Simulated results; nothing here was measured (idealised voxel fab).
Process module name: voxel ribs on slabs
Xsec cut, 255 nm wide, square cell size 5 nm.
Bands, listed from the top down, are how a cross-section gets written in this document; the cross-section itself is a grid of square cells, and a band is one or more rows of them. Basically the band line says how high the top is and how high the bottom is, in nm, and then what's in it from left to right, every material with its width in nm. Empty space shows up as "empty", and if a single material carries "all across" it runs the full band edge to edge. A quick word on heights: they are counted from 0, and under that level the wafer as it came to us is one material throughout. The lowest band is different from the rest in having no bottom; it simply continues downward, written as in "0..down". Note: "30->40" means the width goes from the first number (top row of the band) to the second number (bottom row) in equal steps per row of cells. Where a step carries "changes: none", the cross-section came out of it unchanged, cell for cell. Voids not open to the top, 8 cells minimum: see "Voids lacking openings". Written width x height at distance; distance is from the left edge; nm. Whatever follows a step's settings on its line is a remark the simulator itself makes about that step. overlay nm: mask right of planned place by this much (step with mask). Neg. = left.

Process steps - plan:
1: RECEIVE | material Si
2: DIRECTIONAL_DEP | material SiO2 | thk nm 25
3: DIRECTIONAL_DEP | material polySi | thk nm 25
4: MASKED_ETCH | tone cover | mask id RIB | width nm 20 | etch materials polySi | depth nm 5 | overlay nm 0
5: DIRECTIONAL_DEP | material aC | thk nm 15
6: PATTERN | tone cover | mask id SLAB | material resist | width nm 70 | thk nm 30 | overlay nm 0
7: DIRECTIONAL_ETCH | etch materials aC | depth nm 15
8: STRIP | etch materials resist
9: DIRECTIONAL_ETCH | etch materials polySi | depth nm 20
10: STRIP | etch materials aC
11: FILL_DEP | material SiO2 | thk nm 15
12: CMP | height nm 60
13: DIRECTIONAL_DEP | material TiN | thk nm 5
14: MASKED_ETCH | tone cover | mask id HEATER | width nm 30 | etch materials TiN | depth nm 5 | overlay nm 0
15: CONFORMAL_DEP | material SiO2 | thk nm 10

Cross-section of the wafer upon arrival, representing the state reached after step 1:
- 0..down  Si all across
- Voids lacking openings: none

End state of the module in cross-section, given the above starting point and plan and one mistake in execution:
- 75..70  100 empty  50 SiO2  105 empty
- 70..65  SiO2 all across
- 65..60  110 SiO2  30 TiN  115 SiO2
- 60..50  90 SiO2  70 polySi  95 SiO2
- 50..25  polySi all across
- 25..0  SiO2 all across
- 0..down  Si all across
- Voids lacking openings: none
Plan not followed: plan step 3 was twice executed
